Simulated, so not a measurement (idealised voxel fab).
The following is a process module called voxel self aligned contacts.
Square cells of 5 nm make up the cross-section cut, whose width is 145 nm.
How to read a cross-section here: the picture is a grid of square cells, written as bands going from the top down, and any band can span one or more rows of cells. In this notation a band is specified by the heights of its top and bottom, in that order and in nm, after which its materials appear from left to right, each paired with its width in nm. The word "all across" attached to a single material means that material fills the band from edge to edge; the word "empty" stands for empty space. We count height from 0. Below that, the starting wafer is all one material. The lowest band never ends at the bottom but goes on down; see "top 0, no bottom" for how that is written. Width "30->40": first value at the band's top row of cells, second value at its bottom row, equal change from row to row. "identical to before" for a step: no cell of the cross-section changed in that step. "Voids, sealed": sealed empty spaces, 8 cells or more, no open way to top, listed width x height at distance, with distance from the left edge and width, height and distance in nm. Anything after a step's settings on that line? It's the simulator's own note about the step. A step line may carry the setting "overlay nm", which, for steps involving a mask, states the distance by which the mask lay to the right of its intended position; negative values denote displacement to the left.

### Process steps (planned)
1. RECEIVE: material Si
2. CONFORMAL_DEP: material SiO2, thk nm 5
3. DIRECTIONAL_DEP: material polySi, thk nm 20
4. DIRECTIONAL_DEP: material SiN, thk nm 20
5. PATTERN: tone cover, mask id GATE, material resist, width nm 35, pitch nm 70, thk nm 15, overlay nm 0
6. DIRECTIONAL_ETCH: etch materials SiN, depth nm 20
7. DIRECTIONAL_ETCH: etch materials polySi, depth nm 20
8. STRIP: etch materials resist
9. CONFORMAL_DEP: material SiN, thk nm 10
10. DIRECTIONAL_ETCH: etch materials SiN, depth nm 10
11. FILL_DEP: material SiO2, thk nm 15
12. CMP: height nm 55
13. DIRECTIONAL_DEP: material aC, thk nm 15
14. PATTERN: tone open, mask id CONTACT, material resist, width nm 55, thk nm 30, overlay nm 0
15. DIRECTIONAL_ETCH: etch materials aC, depth nm 15
16. STRIP: etch materials resist
17. DIRECTIONAL_ETCH: etch materials SiO2, depth nm 55
18. STRIP: etch materials aC
19. CONFORMAL_DEP: material TiN, thk nm 5
20. FILL_DEP: material W, thk nm 10
21. CMP: height nm 55
22. CONFORMAL_DEP: material SiN, thk nm 5

### Cross-section of the incoming wafer, state after step 1
  top 0, no bottom = Si all across
  Voids, sealed: none

### Module complete, cross-section. Starting point and plan per above. One mistake made in running the module
  top 60, bottom 55 = SiN all across
  top 55, bottom 45 = 50 of SiO2 | 5->20 of TiN | 35->5 of W | 5->20 of TiN | 50 of SiO2
  top 45, bottom 25 = 10 of SiO2 | 55 of SiN | 5 of TiN | 5 of W | 5 of TiN | 55 of SiN | 10 of SiO2
  top 25, bottom 5 = 10 of SiO2 | 10 of SiN | 35 of polySi | 10 of SiN | 5 of TiN | 5 of W | 5 of TiN | 10 of SiN | 35 of polySi | 10 of SiN | 10 of SiO2
  top 5, bottom 0 = 65 of SiO2 | 15 of TiN | 65 of SiO2
  top 0, no bottom = Si all across
  Voids, sealed: none
Processing error: the process deviated at step 14: the operation and settings actually run there were PATTERN: tone open, mask id CONTACT, material resist, width nm 45, thk nm 30, overlay nm 0
